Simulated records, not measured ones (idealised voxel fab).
This section sets out a process module, namely voxel spacer lines.
cross-section cut | 275 nm wide | cells 5 nm
When this document writes out a cross-section, it uses a grid of square cells and lists it as bands, beginning at the top and moving down, with a band standing for one or more rows of cells.
Top height, bottom height, nm. Materials left to right, width each, nm. Single material + "all across" = fills band edge to edge. "blank" = empty.
We count height from 0. Below that, the starting wafer is all one material. The lowest band never ends at the bottom but goes on down; see "0 and below" for how that is written.
Per-row width for "30..40": begins at first number (top row of band), ends at second number (bottom row), increment between rows held constant.
No cell of the cross-section changed in a step that is given as "no change occurred".
Entry "Closed void table". Content: empty spaces with no open connection to the top, size 8 cells or greater. Each: width x height at distance. Distance: from left edge. Unit: nm.
Read whatever lies past the settings on a step's line as the simulator's own remark about the step.
overlay nm: step with mask; distance mask lay right of planned place; negative value = left of planned place.

-- List of planned process steps
1) RECEIVE: material Si
2) CONFORMAL_DEP: material Al2O3, thk nm 5
3) DIRECTIONAL_DEP: material W, thk nm 20
4) DIRECTIONAL_DEP: material polySi, thk nm 20
5) PATTERN: tone cover, mask id MANDREL, material resist, width nm 20, pitch nm 60, thk nm 25, overlay nm 0
6) DIRECTIONAL_ETCH: etch materials polySi, depth nm 20
7) STRIP: etch materials resist
8) CONFORMAL_DEP: material SiO2, thk nm 5
9) DIRECTIONAL_ETCH: etch materials SiO2, depth nm 10
10) STRIP: etch materials polySi
11) DIRECTIONAL_ETCH: etch materials W, depth nm 20
12) STRIP: etch materials SiO2
13) FILL_DEP: material SiO2, thk nm 5
14) CMP: height nm 25
What sets these wafers apart? The thk nm at step 8. They all start alike, and the plan carries the first wafer's value.

-- Cross-section of the first of several wafers as received (after step 1)
	0 and below = Si all across
	Closed void table: none

-- Per wafer, end of module: cells gained (+) or lost (-) per material since receipt, then closed voids
thk nm 5 | +55 Al2O3 | +204 SiO2 | +16 W | Closed void table: none
thk nm 10 | +55 Al2O3 | +188 SiO2 | +32 W | Closed void table: none
thk nm 15 | +55 Al2O3 | +220 W | Closed void table: none
thk nm 20 | +55 Al2O3 | +220 W | Closed void table: none
thk nm 25 | +55 Al2O3 | +220 W | Closed void table: none
